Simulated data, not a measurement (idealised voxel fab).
Process module name: voxel fin reveal
Each square cell in cross-section cut measures 5 nm, and the section as a whole is 275 nm wide.
A cross-section in this document is a grid of square cells, and it is written down as bands, the top band listed before the ones below it; a band is made up of one or more rows of cells.
Heights first: top, then bottom, in nm. Then materials, left to right, each with a width in nm. "everywhere" on a single material: fills the band edge to edge. "blank": empty space.
We count height from 0. Below that, the starting wafer is all one material. The lowest band never ends at the bottom but goes on down; see "0 down" for how that is written.
The notation "30..40" denotes a width that varies across the rows of cells in the band, beginning at the first number in the top row, finishing at the second number in the bottom row, and changing by an identical amount from each row to the next.
Where a step carries "no alterations made", the cross-section came out of it unchanged, cell for cell.
Enclosed voids (no open way to top), threshold 8 cells or more, entry "Voids, sealed", notation width x height at distance, distance from left edge, nm.
On a step's line, text after the settings is the simulator commenting on that step.
You can add "overlay nm" to a step's line. For a step with a mask, it describes how far the mask lay to the right of its planned position, and a negative number describes a lay to the left.

[Process steps (planned)]
1,RECEIVE,material Si
2,CONFORMAL_DEP,material SiN,thk nm 10
3,PATTERN,tone cover,mask id FINS,material resist,width nm 15,pitch nm 35,thk nm 20,overlay nm 0
4,DIRECTIONAL_ETCH,etch materials SiN,depth nm 10
5,DIRECTIONAL_ETCH,etch materials Si,depth nm 40
6,STRIP,etch materials resist
7,OXIDIZE,depth nm 5
8,FILL_DEP,material SiO2,thk nm 15
9,CMP,height nm 10
10,SELECTIVE_ETCH,etch materials SiO2,depth nm 25
11,STRIP,etch materials SiN
12,CONFORMAL_DEP,material HfO2,thk nm 5

[Wafer as received: cross-section following step 1]
  0 down: Si everywhere
  Voids, sealed: none

[Module complete, cross-section. Starting point and plan per above. One mistake made in running the module]
  15 to 0: HfO2 everywhere
  0 down: Si everywhere
  Voids, sealed: none
Here's what went sideways: rather than as planned, step 2 actually ran as CONFORMAL_DEP,material HfO2,thk nm 10
